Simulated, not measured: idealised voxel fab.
process module | voxel plated lines
cross-section cut | 140 nm wide | cells 5 nm
A cross-section is a grid of square cells, given in bands from the top down. A band is one or more rows of cells.
Each band's line starts with the height of the band's top and of its bottom, in nm. Then come its materials from left to right, each with its width in nm. One material with "throughout" fills the band from edge to edge. "air" is empty space.
Height 0 is the level under which the wafer as received is all one material. The lowest band goes on downwards, as in "0 down".
A width such as "30 to 40" changes by the same amount from each row of cells to the next, from the band's top row to its bottom row.
"no change" after a step means that no cell of the cross-section changed.
closed voids: empty space of 8 cells or more with no open way to the top, each as width x height at its distance from the left edge, in nm
after a step's settings: what the simulator itself notes on the step
overlay nm, on a step with a mask: how far to the right of its planned place the mask lay; to the left if negative
plan
1 op RECEIVE | material Si
2 op CONFORMAL_DEP | material Al2O3 | thk nm 5
3 op DIRECTIONAL_DEP | material TiN | thk nm 5
4 op PATTERN | tone open | mask id LINES | material resist | width nm 20 | pitch nm 35 | thk nm 15 | overlay nm 0
5 op EPI | material Ru | thk nm 5
6 op STRIP | etch materials resist
7 op DIRECTIONAL_ETCH | etch materials TiN | depth nm 5
8 op CONFORMAL_DEP | material SiCN | thk nm 10
first wafer, as planned
as received, after step 1
  0 down: Si throughout
  closed voids: none
after step 2
  5 to 0: Al2O3 throughout
  below 0: unchanged
after step 3
  10 to 5: TiN throughout
  below 5: unchanged
after step 4
  25 to 10: resist 25 | air 20 | resist 15 | air 20 | resist 15 | air 20 | resist 25
  below 10: unchanged
after step 5
  25 to 15: resist 25 | air 20 | resist 15 | air 20 | resist 15 | air 20 | resist 25
  15 to 10: resist 25 | Ru 20 | resist 15 | Ru 20 | resist 15 | Ru 20 | resist 25
  below 10: unchanged
after step 6
  15 to 10: air 25 | Ru 20 | air 15 | Ru 20 | air 15 | Ru 20 | air 25
  below 10: unchanged
after step 7
  15 to 10: air 25 | Ru 20 | air 15 | Ru 20 | air 15 | Ru 20 | air 25
  10 to 5: air 25 | TiN 20 | air 15 | TiN 20 | air 15 | TiN 20 | air 25
  below 5: unchanged
after step 8
  25 to 15: air 15 | SiCN 110 | air 15
  15 to 10: SiCN 25 | Ru 20 | SiCN 15 | Ru 20 | SiCN 15 | Ru 20 | SiCN 25
  10 to 5: SiCN 25 | TiN 20 | SiCN 15 | TiN 20 | SiCN 15 | TiN 20 | SiCN 25
  below 5: unchanged
second wafer: like start, like plan, one mistake. Through step 3 it matches the first wafer
when step 4 should have ended
  25 to 10: air 25 | resist 20 | air 15 | resist 20 | air 15 | resist 20 | air 25
  below 10: unchanged
when step 5 should have ended
  25 to 15: air 25 | resist 20 | air 15 | resist 20 | air 15 | resist 20 | air 25
  15 to 10: Ru 25 | resist 20 | Ru 15 | resist 20 | Ru 15 | resist 20 | Ru 25
  below 10: unchanged
when step 6 should have ended
  15 to 10: Ru 25 | air 20 | Ru 15 | air 20 | Ru 15 | air 20 | Ru 25
  below 10: unchanged
when step 7 should have ended
  15 to 10: Ru 25 | air 20 | Ru 15 | air 20 | Ru 15 | air 20 | Ru 25
  10 to 5: TiN 25 | air 20 | TiN 15 | air 20 | TiN 15 | air 20 | TiN 25
  below 5: unchanged
when step 8 should have ended
  25 to 15: SiCN throughout
  15 to 10: Ru 25 | SiCN 20 | Ru 15 | SiCN 20 | Ru 15 | SiCN 20 | Ru 25
  10 to 5: TiN 25 | SiCN 20 | TiN 15 | SiCN 20 | TiN 15 | SiCN 20 | TiN 25
  below 5: unchanged
what went wrong: step 4 ran as: op PATTERN | tone cover | mask id LINES | material resist | width nm 20 | pitch nm 35 | thk nm 15 | overlay nm 0
at the end the second wafer has, in cells: 4 more of Ru | 4 more of SiCN | 4 more of TiN
